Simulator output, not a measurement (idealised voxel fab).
process module | voxel gate over fins
cross-section cut | 140 nm wide | cells 5 nm
A cross-section is a grid of square cells, given in bands from the top down. A band is one or more rows of cells.
Each band's line starts with the height of the band's top and of its bottom, in nm. Then come its materials from left to right, each with its width in nm. One material with "throughout" fills the band from edge to edge. "air" is empty space.
Height 0 is the level under which the wafer as received is all one material. The lowest band goes on downwards, as in "0 down".
A width such as "30 to 40" changes by the same amount from each row of cells to the next, from the band's top row to its bottom row.
"no change" after a step means that no cell of the cross-section changed.
closed voids: empty space of 8 cells or more with no open way to the top, each as width x height at its distance from the left edge, in nm
after a step's settings: what the simulator itself notes on the step
overlay nm, on a step with a mask: how far to the right of its planned place the mask lay; to the left if negative
plan
1 op RECEIVE | material Si
2 op CONFORMAL_DEP | material SiN | thk nm 5
3 op PATTERN | tone cover | mask id FINS | material resist | width nm 15 | pitch nm 45 | thk nm 15 | overlay nm 0
4 op DIRECTIONAL_ETCH | etch materials SiN | depth nm 5
5 op DIRECTIONAL_ETCH | etch materials Si | depth nm 30
6 op STRIP | etch materials resist
7 op OXIDIZE | depth nm 5
8 op FILL_DEP | material SiO2 | thk nm 15
9 op CMP | height nm 5
10 op SELECTIVE_ETCH | etch materials SiO2 | depth nm 20
11 op STRIP | etch materials SiN
12 op CONFORMAL_DEP | material HfO2 | thk nm 5
13 op CONFORMAL_DEP | material TiN | thk nm 5
14 op CONFORMAL_DEP | material TiAl | thk nm 5
15 op CONFORMAL_DEP | material TiN | thk nm 5
16 op FILL_DEP | material W | thk nm 15
17 op CMP | height nm 30
18 op CONFORMAL_DEP | material SiN | thk nm 5
first wafer, as planned
as received, after step 1
  0 down: Si throughout
  closed voids: none
after step 2
  5 to 0: SiN throughout
  below 0: unchanged
after step 3
  20 to 5: air 40 | resist 15 | air 30 | resist 15 | air 40
  below 5: unchanged
after step 4
  20 to 5: air 40 | resist 15 | air 30 | resist 15 | air 40
  5 to 0: air 40 | SiN 15 | air 30 | SiN 15 | air 40
  below 0: unchanged
after step 5
  20 to 5: air 40 | resist 15 | air 30 | resist 15 | air 40
  5 to 0: air 40 | SiN 15 | air 30 | SiN 15 | air 40
  0 to -30: air 40 | Si 15 | air 30 | Si 15 | air 40
  below -30: unchanged
after step 6
  5 to 0: air 40 | SiN 15 | air 30 | SiN 15 | air 40
  below 0: unchanged
after step 7
  5 to 0: air 40 | SiN 15 | air 30 | SiN 15 | air 40
  0 to -30: air 40 | SiO2 5 | Si 5 | SiO2 5 | air 30 | SiO2 5 | Si 5 | SiO2 5 | air 40
  -30 to -35: SiO2 45 | Si 5 | SiO2 40 | Si 5 | SiO2 45
  below -35: unchanged
after step 8
  20 to 5: SiO2 throughout
  5 to 0: SiO2 40 | SiN 15 | SiO2 30 | SiN 15 | SiO2 40
  0 to -35: SiO2 45 | Si 5 | SiO2 40 | Si 5 | SiO2 45
  below -35: unchanged
after step 9
  5 to 0: SiO2 40 | SiN 15 | SiO2 30 | SiN 15 | SiO2 40
  below 0: unchanged
after step 10
  5 to 0: air 40 | SiN 15 | air 30 | SiN 15 | air 40
  0 to -15: air 45 | Si 5 | air 40 | Si 5 | air 45
  below -15: unchanged
after step 11
  0 to -15: air 45 | Si 5 | air 40 | Si 5 | air 45
  below -15: unchanged
after step 12
  5 to 0: air 40 | HfO2 15 | air 30 | HfO2 15 | air 40
  0 to -10: air 40 | HfO2 5 | Si 5 | HfO2 5 | air 30 | HfO2 5 | Si 5 | HfO2 5 | air 40
  -10 to -15: HfO2 45 | Si 5 | HfO2 40 | Si 5 | HfO2 45
  below -15: unchanged
after step 13
  10 to 5: air 35 | TiN 25 | air 20 | TiN 25 | air 35
  5 to 0: air 35 | TiN 5 | HfO2 15 | TiN 5 | air 20 | TiN 5 | HfO2 15 | TiN 5 | air 35
  0 to -5: air 35 | TiN 5 | HfO2 5 | Si 5 | HfO2 5 | TiN 5 | air 20 | TiN 5 | HfO2 5 | Si 5 | HfO2 5 | TiN 5 | air 35
  -5 to -10: TiN 40 | HfO2 5 | Si 5 | HfO2 5 | TiN 30 | HfO2 5 | Si 5 | HfO2 5 | TiN 40
  below -10: unchanged
after step 14
  15 to 10: air 30 | TiAl 35 | air 10 | TiAl 35 | air 30
  10 to 5: air 30 | TiAl 5 | TiN 25 | TiAl 5 | air 10 | TiAl 5 | TiN 25 | TiAl 5 | air 30
  5 to 0: air 30 | TiAl 5 | TiN 5 | HfO2 15 | TiN 5 | TiAl 5 | air 10 | TiAl 5 | TiN 5 | HfO2 15 | TiN 5 | TiAl 5 | air 30
  0 to -5: TiAl 35 | TiN 5 | HfO2 5 | Si 5 | HfO2 5 | TiN 5 | TiAl 20 | TiN 5 | HfO2 5 | Si 5 | HfO2 5 | TiN 5 | TiAl 35
  below -5: unchanged
after step 15
  20 to 15: air 25 | TiN 90 | air 25
  15 to 10: air 25 | TiN 5 | TiAl 35 | TiN 10 | TiAl 35 | TiN 5 | air 25
  10 to 5: air 25 | TiN 5 | TiAl 5 | TiN 25 | TiAl 5 | TiN 10 | TiAl 5 | TiN 25 | TiAl 5 | TiN 5 | air 25
  5 to 0: TiN 30 | TiAl 5 | TiN 5 | HfO2 15 | TiN 5 | TiAl 5 | TiN 10 | TiAl 5 | TiN 5 | HfO2 15 | TiN 5 | TiAl 5 | TiN 30
  below 0: unchanged
after step 16
  35 to 20: W throughout
  20 to 15: W 25 | TiN 90 | W 25
  15 to 10: W 25 | TiN 5 | TiAl 35 | TiN 10 | TiAl 35 | TiN 5 | W 25
  10 to 5: W 25 | TiN 5 | TiAl 5 | TiN 25 | TiAl 5 | TiN 10 | TiAl 5 | TiN 25 | TiAl 5 | TiN 5 | W 25
  below 5: unchanged
after step 17
  30 to 20: W throughout
  below 20: unchanged
after step 18
  35 to 30: SiN throughout
  below 30: unchanged
second wafer: like start, like plan, one mistake. Through step 11 it matches the first wafer
when step 12 should have ended
  5 to 0: air 40 | TiN 15 | air 30 | TiN 15 | air 40
  0 to -10: air 40 | TiN 5 | Si 5 | TiN 5 | air 30 | TiN 5 | Si 5 | TiN 5 | air 40
  -10 to -15: TiN 45 | Si 5 | TiN 40 | Si 5 | TiN 45
  below -15: unchanged
when step 13 should have ended
  10 to 5: air 35 | HfO2 25 | air 20 | HfO2 25 | air 35
  5 to 0: air 35 | HfO2 5 | TiN 15 | HfO2 5 | air 20 | HfO2 5 | TiN 15 | HfO2 5 | air 35
  0 to -5: air 35 | HfO2 5 | TiN 5 | Si 5 | TiN 5 | HfO2 5 | air 20 | HfO2 5 | TiN 5 | Si 5 | TiN 5 | HfO2 5 | air 35
  -5 to -10: HfO2 40 | TiN 5 | Si 5 | TiN 5 | HfO2 30 | TiN 5 | Si 5 | TiN 5 | HfO2 40
  below -10: unchanged
when step 14 should have ended
  15 to 10: air 30 | TiAl 35 | air 10 | TiAl 35 | air 30
  10 to 5: air 30 | TiAl 5 | HfO2 25 | TiAl 5 | air 10 | TiAl 5 | HfO2 25 | TiAl 5 | air 30
  5 to 0: air 30 | TiAl 5 | HfO2 5 | TiN 15 | HfO2 5 | TiAl 5 | air 10 | TiAl 5 | HfO2 5 | TiN 15 | HfO2 5 | TiAl 5 | air 30
  0 to -5: TiAl 35 | HfO2 5 | TiN 5 | Si 5 | TiN 5 | HfO2 5 | TiAl 20 | HfO2 5 | TiN 5 | Si 5 | TiN 5 | HfO2 5 | TiAl 35
  below -5: unchanged
when step 15 should have ended
  20 to 15: air 25 | TiN 90 | air 25
  15 to 10: air 25 | TiN 5 | TiAl 35 | TiN 10 | TiAl 35 | TiN 5 | air 25
  10 to 5: air 25 | TiN 5 | TiAl 5 | HfO2 25 | TiAl 5 | TiN 10 | TiAl 5 | HfO2 25 | TiAl 5 | TiN 5 | air 25
  5 to 0: TiN 30 | TiAl 5 | HfO2 5 | TiN 15 | HfO2 5 | TiAl 5 | TiN 10 | TiAl 5 | HfO2 5 | TiN 15 | HfO2 5 | TiAl 5 | TiN 30
  below 0: unchanged
when step 16 should have ended
  35 to 20: W throughout
  20 to 15: W 25 | TiN 90 | W 25
  15 to 10: W 25 | TiN 5 | TiAl 35 | TiN 10 | TiAl 35 | TiN 5 | W 25
  10 to 5: W 25 | TiN 5 | TiAl 5 | HfO2 25 | TiAl 5 | TiN 10 | TiAl 5 | HfO2 25 | TiAl 5 | TiN 5 | W 25
  below 5: unchanged
when step 17 should have ended
  30 to 20: W throughout
  below 20: unchanged
when step 18 should have ended
  35 to 30: SiN throughout
  below 30: unchanged
what went wrong: steps 12 and 13 were swapped
at the end the second wafer has, in cells: as many of each material as the first, in other places
